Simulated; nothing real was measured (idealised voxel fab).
process module | voxel wiring stack
cross-section cut | 260 nm wide | cells 5 nm
A cross-section is a grid of square cells, given in bands from the top down. A band is one or more rows of cells.
Each band's line starts with the height of the band's top and of its bottom, in nm. Then come its materials from left to right, each with its width in nm. One material with "throughout" fills the band from edge to edge. "air" is empty space.
Height 0 is the level under which the wafer as received is all one material. The lowest band goes on downwards, as in "0 down".
A width such as "30 to 40" changes by the same amount from each row of cells to the next, from the band's top row to its bottom row.
"no change" after a step means that no cell of the cross-section changed.
closed voids: empty space of 8 cells or more with no open way to the top, each as width x height at its distance from the left edge, in nm
after a step's settings: what the simulator itself notes on the step
overlay nm, on a step with a mask: how far to the right of its planned place the mask lay; to the left if negative
plan
1 op RECEIVE | material Si
2 op CONFORMAL_DEP | material SiO2 | thk nm 10
3 op CONFORMAL_DEP | material SiCN | thk nm 5
4 op DIRECTIONAL_DEP | material SiO2 | thk nm 25
5 op MASKED_ETCH | tone open | mask id METAL_1 | width nm 30 | pitch nm 55 | etch materials SiO2 | depth nm 25 | overlay nm 0
6 op MASKED_ETCH | tone open | mask id METAL_1 | width nm 30 | pitch nm 55 | etch materials SiCN | depth nm 5 | overlay nm 0
7 op CONFORMAL_DEP | material TiN | thk nm 5
8 op FILL_DEP | material Cu | thk nm 5
9 op CMP | height nm 40
10 op CONFORMAL_DEP | material SiCN | thk nm 5
11 op DIRECTIONAL_DEP | material SiO2 | thk nm 35
12 op PATTERN | tone open | mask id METAL_2_HOLES | material resist | width nm 15 | pitch nm 55 | thk nm 15 | overlay nm 0
13 op DIRECTIONAL_ETCH | etch materials SiO2 | depth nm 35
14 op STRIP | etch materials resist
15 op PATTERN | tone open | mask id METAL_2 | material resist | width nm 30 | pitch nm 55 | thk nm 20 | overlay nm 0
16 op DIRECTIONAL_ETCH | etch materials SiO2 | depth nm 20
17 op DIRECTIONAL_ETCH | etch materials SiCN | depth nm 5
18 op STRIP | etch materials resist
19 op CONFORMAL_DEP | material TiN | thk nm 5
20 op FILL_DEP | material Ru | thk nm 5
21 op CMP | height nm 80
22 op CONFORMAL_DEP | material SiCN | thk nm 5
23 op DIRECTIONAL_DEP | material SiO2 | thk nm 25
24 op PATTERN | tone open | mask id METAL_3 | material resist | width nm 30 | pitch nm 55 | thk nm 15 | overlay nm 0
25 op DIRECTIONAL_ETCH | etch materials SiO2 | depth nm 15
26 op STRIP | etch materials resist
27 op PATTERN | tone open | mask id METAL_3_HOLES | material resist | width nm 15 | pitch nm 55 | thk nm 20 | overlay nm 0
28 op DIRECTIONAL_ETCH | etch materials SiO2 | depth nm 10
29 op DIRECTIONAL_ETCH | etch materials SiCN | depth nm 5
30 op STRIP | etch materials resist
31 op CONFORMAL_DEP | material TiN | thk nm 5
32 op FILL_DEP | material Ru | thk nm 5
33 op CMP | height nm 110
34 op CONFORMAL_DEP | material SiCN | thk nm 5
first wafer, as planned
as received, after step 1
  0 down: Si throughout
  closed voids: none
after step 2
  10 to 0: SiO2 throughout
  below 0: unchanged
after step 3
  15 to 10: SiCN throughout
  below 10: unchanged
after step 4
  40 to 15: SiO2 throughout
  below 15: unchanged
after step 5
  40 to 15: SiO2 30 | air 30 | SiO2 25 | air 30 | SiO2 25 | air 30 | SiO2 25 | air 30 | SiO2 35
  below 15: unchanged
after step 6
  40 to 15: SiO2 30 | air 30 | SiO2 25 | air 30 | SiO2 25 | air 30 | SiO2 25 | air 30 | SiO2 35
  15 to 10: SiCN 30 | air 30 | SiCN 25 | air 30 | SiCN 25 | air 30 | SiCN 25 | air 30 | SiCN 35
  below 10: unchanged
after step 7
  45 to 40: TiN 35 | air 20 | TiN 35 | air 20 | TiN 35 | air 20 | TiN 35 | air 20 | TiN 40
  40 to 15: SiO2 30 | TiN 5 | air 20 | TiN 5 | SiO2 25 | TiN 5 | air 20 | TiN 5 | SiO2 25 | TiN 5 | air 20 | TiN 5 | SiO2 25 | TiN 5 | air 20 | TiN 5 | SiO2 35
  15 to 10: SiCN 30 | TiN 30 | SiCN 25 | TiN 30 | SiCN 25 | TiN 30 | SiCN 25 | TiN 30 | SiCN 35
  below 10: unchanged
after step 8
  50 to 45: Cu throughout
  45 to 40: TiN 35 | Cu 20 | TiN 35 | Cu 20 | TiN 35 | Cu 20 | TiN 35 | Cu 20 | TiN 40
  40 to 15: SiO2 30 | TiN 5 | Cu 20 | TiN 5 | SiO2 25 | TiN 5 | Cu 20 | TiN 5 | SiO2 25 | TiN 5 | Cu 20 | TiN 5 | SiO2 25 | TiN 5 | Cu 20 | TiN 5 | SiO2 35
  below 15: unchanged
after step 9
  40 to 15: SiO2 30 | TiN 5 | Cu 20 | TiN 5 | SiO2 25 | TiN 5 | Cu 20 | TiN 5 | SiO2 25 | TiN 5 | Cu 20 | TiN 5 | SiO2 25 | TiN 5 | Cu 20 | TiN 5 | SiO2 35
  below 15: unchanged
after step 10
  45 to 40: SiCN throughout
  below 40: unchanged
after step 11
  80 to 45: SiO2 throughout
  below 45: unchanged
after step 12
  95 to 80: resist 30 | air 15 | resist 40 | air 15 | resist 40 | air 15 | resist 40 | air 15 | resist 50
  below 80: unchanged
after step 13
  95 to 80: resist 30 | air 15 | resist 40 | air 15 | resist 40 | air 15 | resist 40 | air 15 | resist 50
  80 to 45: SiO2 30 | air 15 | SiO2 40 | air 15 | SiO2 40 | air 15 | SiO2 40 | air 15 | SiO2 50
  below 45: unchanged
after step 14
  80 to 45: SiO2 30 | air 15 | SiO2 40 | air 15 | SiO2 40 | air 15 | SiO2 40 | air 15 | SiO2 50
  below 45: unchanged
after step 15
  100 to 80: resist 30 | air 30 | resist 25 | air 30 | resist 25 | air 30 | resist 25 | air 30 | resist 35
  below 80: unchanged
after step 16
  100 to 80: resist 30 | air 30 | resist 25 | air 30 | resist 25 | air 30 | resist 25 | air 30 | resist 35
  80 to 60: SiO2 30 | air 30 | SiO2 25 | air 30 | SiO2 25 | air 30 | SiO2 25 | air 30 | SiO2 35
  below 60: unchanged
after step 17
  100 to 80: resist 30 | air 30 | resist 25 | air 30 | resist 25 | air 30 | resist 25 | air 30 | resist 35
  80 to 60: SiO2 30 | air 30 | SiO2 25 | air 30 | SiO2 25 | air 30 | SiO2 25 | air 30 | SiO2 35
  60 to 45: SiO2 30 | air 15 | SiO2 40 | air 15 | SiO2 40 | air 15 | SiO2 40 | air 15 | SiO2 50
  45 to 40: SiCN 30 | air 15 | SiCN 40 | air 15 | SiCN 40 | air 15 | SiCN 40 | air 15 | SiCN 50
  below 40: unchanged
after step 18
  80 to 60: SiO2 30 | air 30 | SiO2 25 | air 30 | SiO2 25 | air 30 | SiO2 25 | air 30 | SiO2 35
  below 60: unchanged
after step 19
  85 to 80: TiN 35 | air 20 | TiN 35 | air 20 | TiN 35 | air 20 | TiN 35 | air 20 | TiN 40
  80 to 65: SiO2 30 | TiN 5 | air 20 | TiN 5 | SiO2 25 | TiN 5 | air 20 | TiN 5 | SiO2 25 | TiN 5 | air 20 | TiN 5 | SiO2 25 | TiN 5 | air 20 | TiN 5 | SiO2 35
  65 to 60: SiO2 30 | TiN 5 | air 5 | TiN 20 | SiO2 25 | TiN 5 | air 5 | TiN 20 | SiO2 25 | TiN 5 | air 5 | TiN 20 | SiO2 25 | TiN 5 | air 5 | TiN 20 | SiO2 35
  60 to 45: SiO2 30 | TiN 5 | air 5 | TiN 5 | SiO2 40 | TiN 5 | air 5 | TiN 5 | SiO2 40 | TiN 5 | air 5 | TiN 5 | SiO2 40 | TiN 5 | air 5 | TiN 5 | SiO2 50
  45 to 40: SiCN 30 | TiN 15 | SiCN 40 | TiN 15 | SiCN 40 | TiN 15 | SiCN 40 | TiN 15 | SiCN 50
  below 40: unchanged
after step 20
  90 to 85: Ru throughout
  85 to 80: TiN 35 | Ru 20 | TiN 35 | Ru 20 | TiN 35 | Ru 20 | TiN 35 | Ru 20 | TiN 40
  80 to 65: SiO2 30 | TiN 5 | Ru 20 | TiN 5 | SiO2 25 | TiN 5 | Ru 20 | TiN 5 | SiO2 25 | TiN 5 | Ru 20 | TiN 5 | SiO2 25 | TiN 5 | Ru 20 | TiN 5 | SiO2 35
  65 to 60: SiO2 30 | TiN 5 | Ru 5 | TiN 20 | SiO2 25 | TiN 5 | Ru 5 | TiN 20 | SiO2 25 | TiN 5 | Ru 5 | TiN 20 | SiO2 25 | TiN 5 | Ru 5 | TiN 20 | SiO2 35
  60 to 45: SiO2 30 | TiN 5 | Ru 5 | TiN 5 | SiO2 40 | TiN 5 | Ru 5 | TiN 5 | SiO2 40 | TiN 5 | Ru 5 | TiN 5 | SiO2 40 | TiN 5 | Ru 5 | TiN 5 | SiO2 50
  below 45: unchanged
after step 21
  80 to 65: SiO2 30 | TiN 5 | Ru 20 | TiN 5 | SiO2 25 | TiN 5 | Ru 20 | TiN 5 | SiO2 25 | TiN 5 | Ru 20 | TiN 5 | SiO2 25 | TiN 5 | Ru 20 | TiN 5 | SiO2 35
  below 65: unchanged
after step 22
  85 to 80: SiCN throughout
  below 80: unchanged
after step 23
  110 to 85: SiO2 throughout
  below 85: unchanged
after step 24
  125 to 110: resist 30 | air 30 | resist 25 | air 30 | resist 25 | air 30 | resist 25 | air 30 | resist 35
  below 110: unchanged
after step 25
  125 to 110: resist 30 | air 30 | resist 25 | air 30 | resist 25 | air 30 | resist 25 | air 30 | resist 35
  110 to 95: SiO2 30 | air 30 | SiO2 25 | air 30 | SiO2 25 | air 30 | SiO2 25 | air 30 | SiO2 35
  below 95: unchanged
after step 26
  110 to 95: SiO2 30 | air 30 | SiO2 25 | air 30 | SiO2 25 | air 30 | SiO2 25 | air 30 | SiO2 35
  below 95: unchanged
after step 27
  130 to 110: resist 30 | air 15 | resist 40 | air 15 | resist 40 | air 15 | resist 40 | air 15 | resist 50
  110 to 95: SiO2 30 | air 15 | resist 15 | SiO2 25 | air 15 | resist 15 | SiO2 25 | air 15 | resist 15 | SiO2 25 | air 15 | resist 15 | SiO2 35
  below 95: unchanged
after step 28
  130 to 110: resist 30 | air 15 | resist 40 | air 15 | resist 40 | air 15 | resist 40 | air 15 | resist 50
  110 to 95: SiO2 30 | air 15 | resist 15 | SiO2 25 | air 15 | resist 15 | SiO2 25 | air 15 | resist 15 | SiO2 25 | air 15 | resist 15 | SiO2 35
  95 to 85: SiO2 30 | air 15 | SiO2 40 | air 15 | SiO2 40 | air 15 | SiO2 40 | air 15 | SiO2 50
  below 85: unchanged
after step 29
  130 to 110: resist 30 | air 15 | resist 40 | air 15 | resist 40 | air 15 | resist 40 | air 15 | resist 50
  110 to 95: SiO2 30 | air 15 | resist 15 | SiO2 25 | air 15 | resist 15 | SiO2 25 | air 15 | resist 15 | SiO2 25 | air 15 | resist 15 | SiO2 35
  95 to 85: SiO2 30 | air 15 | SiO2 40 | air 15 | SiO2 40 | air 15 | SiO2 40 | air 15 | SiO2 50
  85 to 80: SiCN 30 | air 15 | SiCN 40 | air 15 | SiCN 40 | air 15 | SiCN 40 | air 15 | SiCN 50
  below 80: unchanged
after step 30
  110 to 95: SiO2 30 | air 30 | SiO2 25 | air 30 | SiO2 25 | air 30 | SiO2 25 | air 30 | SiO2 35
  below 95: unchanged
after step 31
  115 to 110: TiN 35 | air 20 | TiN 35 | air 20 | TiN 35 | air 20 | TiN 35 | air 20 | TiN 40
  110 to 100: SiO2 30 | TiN 5 | air 20 | TiN 5 | SiO2 25 | TiN 5 | air 20 | TiN 5 | SiO2 25 | TiN 5 | air 20 | TiN 5 | SiO2 25 | TiN 5 | air 20 | TiN 5 | SiO2 35
  100 to 95: SiO2 30 | TiN 5 | air 5 | TiN 20 | SiO2 25 | TiN 5 | air 5 | TiN 20 | SiO2 25 | TiN 5 | air 5 | TiN 20 | SiO2 25 | TiN 5 | air 5 | TiN 20 | SiO2 35
  95 to 85: SiO2 30 | TiN 5 | air 5 | TiN 5 | SiO2 40 | TiN 5 | air 5 | TiN 5 | SiO2 40 | TiN 5 | air 5 | TiN 5 | SiO2 40 | TiN 5 | air 5 | TiN 5 | SiO2 50
  85 to 80: SiCN 30 | TiN 15 | SiCN 40 | TiN 15 | SiCN 40 | TiN 15 | SiCN 40 | TiN 15 | SiCN 50
  below 80: unchanged
after step 32
  120 to 115: Ru throughout
  115 to 110: TiN 35 | Ru 20 | TiN 35 | Ru 20 | TiN 35 | Ru 20 | TiN 35 | Ru 20 | TiN 40
  110 to 100: SiO2 30 | TiN 5 | Ru 20 | TiN 5 | SiO2 25 | TiN 5 | Ru 20 | TiN 5 | SiO2 25 | TiN 5 | Ru 20 | TiN 5 | SiO2 25 | TiN 5 | Ru 20 | TiN 5 | SiO2 35
  100 to 95: SiO2 30 | TiN 5 | Ru 5 | TiN 20 | SiO2 25 | TiN 5 | Ru 5 | TiN 20 | SiO2 25 | TiN 5 | Ru 5 | TiN 20 | SiO2 25 | TiN 5 | Ru 5 | TiN 20 | SiO2 35
  95 to 85: SiO2 30 | TiN 5 | Ru 5 | TiN 5 | SiO2 40 | TiN 5 | Ru 5 | TiN 5 | SiO2 40 | TiN 5 | Ru 5 | TiN 5 | SiO2 40 | TiN 5 | Ru 5 | TiN 5 | SiO2 50
  below 85: unchanged
after step 33
  110 to 100: SiO2 30 | TiN 5 | Ru 20 | TiN 5 | SiO2 25 | TiN 5 | Ru 20 | TiN 5 | SiO2 25 | TiN 5 | Ru 20 | TiN 5 | SiO2 25 | TiN 5 | Ru 20 | TiN 5 | SiO2 35
  below 100: unchanged
after step 34
  115 to 110: SiCN throughout
  below 110: unchanged
second wafer: like start, like plan, one mistake. Through step 9 it matches the first wafer
when step 10 should have ended
  75 to 40: SiO2 throughout
  below 40: unchanged
when step 11 should have ended
  80 to 75: SiCN throughout
  below 75: unchanged
when step 12 should have ended
  95 to 80: resist 30 | air 15 | resist 40 | air 15 | resist 40 | air 15 | resist 40 | air 15 | resist 50
  below 80: unchanged
when step 13 should have ended: no change
when step 14 should have ended
  80 to 75: SiCN throughout
  below 75: unchanged
when step 15 should have ended
  100 to 80: resist 30 | air 30 | resist 25 | air 30 | resist 25 | air 30 | resist 25 | air 30 | resist 35
  below 80: unchanged
when step 16 should have ended: no change
when step 17 should have ended
  100 to 80: resist 30 | air 30 | resist 25 | air 30 | resist 25 | air 30 | resist 25 | air 30 | resist 35
  80 to 75: SiCN 30 | air 30 | SiCN 25 | air 30 | SiCN 25 | air 30 | SiCN 25 | air 30 | SiCN 35
  below 75: unchanged
when step 18 should have ended
  80 to 75: SiCN 30 | air 30 | SiCN 25 | air 30 | SiCN 25 | air 30 | SiCN 25 | air 30 | SiCN 35
  below 75: unchanged
when step 19 should have ended
  85 to 80: TiN 35 | air 20 | TiN 35 | air 20 | TiN 35 | air 20 | TiN 35 | air 20 | TiN 40
  80 to 75: SiCN 30 | TiN 30 | SiCN 25 | TiN 30 | SiCN 25 | TiN 30 | SiCN 25 | TiN 30 | SiCN 35
  below 75: unchanged
when step 20 should have ended
  90 to 85: Ru throughout
  85 to 80: TiN 35 | Ru 20 | TiN 35 | Ru 20 | TiN 35 | Ru 20 | TiN 35 | Ru 20 | TiN 40
  below 80: unchanged
when step 21 should have ended
  80 to 75: SiCN 30 | TiN 30 | SiCN 25 | TiN 30 | SiCN 25 | TiN 30 | SiCN 25 | TiN 30 | SiCN 35
  below 75: unchanged
when step 22 should have ended
  85 to 80: SiCN throughout
  below 80: unchanged
when step 23 should have ended
  110 to 85: SiO2 throughout
  below 85: unchanged
when step 24 should have ended
  125 to 110: resist 30 | air 30 | resist 25 | air 30 | resist 25 | air 30 | resist 25 | air 30 | resist 35
  below 110: unchanged
when step 25 should have ended
  125 to 110: resist 30 | air 30 | resist 25 | air 30 | resist 25 | air 30 | resist 25 | air 30 | resist 35
  110 to 95: SiO2 30 | air 30 | SiO2 25 | air 30 | SiO2 25 | air 30 | SiO2 25 | air 30 | SiO2 35
  below 95: unchanged
when step 26 should have ended
  110 to 95: SiO2 30 | air 30 | SiO2 25 | air 30 | SiO2 25 | air 30 | SiO2 25 | air 30 | SiO2 35
  below 95: unchanged
when step 27 should have ended
  130 to 110: resist 30 | air 15 | resist 40 | air 15 | resist 40 | air 15 | resist 40 | air 15 | resist 50
  110 to 95: SiO2 30 | air 15 | resist 15 | SiO2 25 | air 15 | resist 15 | SiO2 25 | air 15 | resist 15 | SiO2 25 | air 15 | resist 15 | SiO2 35
  below 95: unchanged
when step 28 should have ended
  130 to 110: resist 30 | air 15 | resist 40 | air 15 | resist 40 | air 15 | resist 40 | air 15 | resist 50
  110 to 95: SiO2 30 | air 15 | resist 15 | SiO2 25 | air 15 | resist 15 | SiO2 25 | air 15 | resist 15 | SiO2 25 | air 15 | resist 15 | SiO2 35
  95 to 85: SiO2 30 | air 15 | SiO2 40 | air 15 | SiO2 40 | air 15 | SiO2 40 | air 15 | SiO2 50
  below 85: unchanged
when step 29 should have ended
  130 to 110: resist 30 | air 15 | resist 40 | air 15 | resist 40 | air 15 | resist 40 | air 15 | resist 50
  110 to 95: SiO2 30 | air 15 | resist 15 | SiO2 25 | air 15 | resist 15 | SiO2 25 | air 15 | resist 15 | SiO2 25 | air 15 | resist 15 | SiO2 35
  95 to 85: SiO2 30 | air 15 | SiO2 40 | air 15 | SiO2 40 | air 15 | SiO2 40 | air 15 | SiO2 50
  85 to 80: SiCN 30 | air 15 | SiCN 40 | air 15 | SiCN 40 | air 15 | SiCN 40 | air 15 | SiCN 50
  below 80: unchanged
when step 30 should have ended
  110 to 95: SiO2 30 | air 30 | SiO2 25 | air 30 | SiO2 25 | air 30 | SiO2 25 | air 30 | SiO2 35
  below 95: unchanged
when step 31 should have ended
  115 to 110: TiN 35 | air 20 | TiN 35 | air 20 | TiN 35 | air 20 | TiN 35 | air 20 | TiN 40
  110 to 100: SiO2 30 | TiN 5 | air 20 | TiN 5 | SiO2 25 | TiN 5 | air 20 | TiN 5 | SiO2 25 | TiN 5 | air 20 | TiN 5 | SiO2 25 | TiN 5 | air 20 | TiN 5 | SiO2 35
  100 to 95: SiO2 30 | TiN 5 | air 5 | TiN 20 | SiO2 25 | TiN 5 | air 5 | TiN 20 | SiO2 25 | TiN 5 | air 5 | TiN 20 | SiO2 25 | TiN 5 | air 5 | TiN 20 | SiO2 35
  95 to 85: SiO2 30 | TiN 5 | air 5 | TiN 5 | SiO2 40 | TiN 5 | air 5 | TiN 5 | SiO2 40 | TiN 5 | air 5 | TiN 5 | SiO2 40 | TiN 5 | air 5 | TiN 5 | SiO2 50
  85 to 75: SiCN 30 | TiN 15 to 30 | SiCN 40 to 25 | TiN 15 to 30 | SiCN 40 to 25 | TiN 15 to 30 | SiCN 40 to 25 | TiN 15 to 30 | SiCN 50 to 35
  below 75: unchanged
when step 32 should have ended
  120 to 115: Ru throughout
  115 to 110: TiN 35 | Ru 20 | TiN 35 | Ru 20 | TiN 35 | Ru 20 | TiN 35 | Ru 20 | TiN 40
  110 to 100: SiO2 30 | TiN 5 | Ru 20 | TiN 5 | SiO2 25 | TiN 5 | Ru 20 | TiN 5 | SiO2 25 | TiN 5 | Ru 20 | TiN 5 | SiO2 25 | TiN 5 | Ru 20 | TiN 5 | SiO2 35
  100 to 95: SiO2 30 | TiN 5 | Ru 5 | TiN 20 | SiO2 25 | TiN 5 | Ru 5 | TiN 20 | SiO2 25 | TiN 5 | Ru 5 | TiN 20 | SiO2 25 | TiN 5 | Ru 5 | TiN 20 | SiO2 35
  95 to 85: SiO2 30 | TiN 5 | Ru 5 | TiN 5 | SiO2 40 | TiN 5 | Ru 5 | TiN 5 | SiO2 40 | TiN 5 | Ru 5 | TiN 5 | SiO2 40 | TiN 5 | Ru 5 | TiN 5 | SiO2 50
  below 85: unchanged
when step 33 should have ended
  110 to 100: SiO2 30 | TiN 5 | Ru 20 | TiN 5 | SiO2 25 | TiN 5 | Ru 20 | TiN 5 | SiO2 25 | TiN 5 | Ru 20 | TiN 5 | SiO2 25 | TiN 5 | Ru 20 | TiN 5 | SiO2 35
  below 100: unchanged
when step 34 should have ended
  115 to 110: SiCN throughout
  below 110: unchanged
what went wrong: steps 10 and 11 were swapped
at the end the second wafer has, in cells: 64 fewer of Ru | 12 fewer of SiCN | 132 more of SiO2 | 56 fewer of TiN
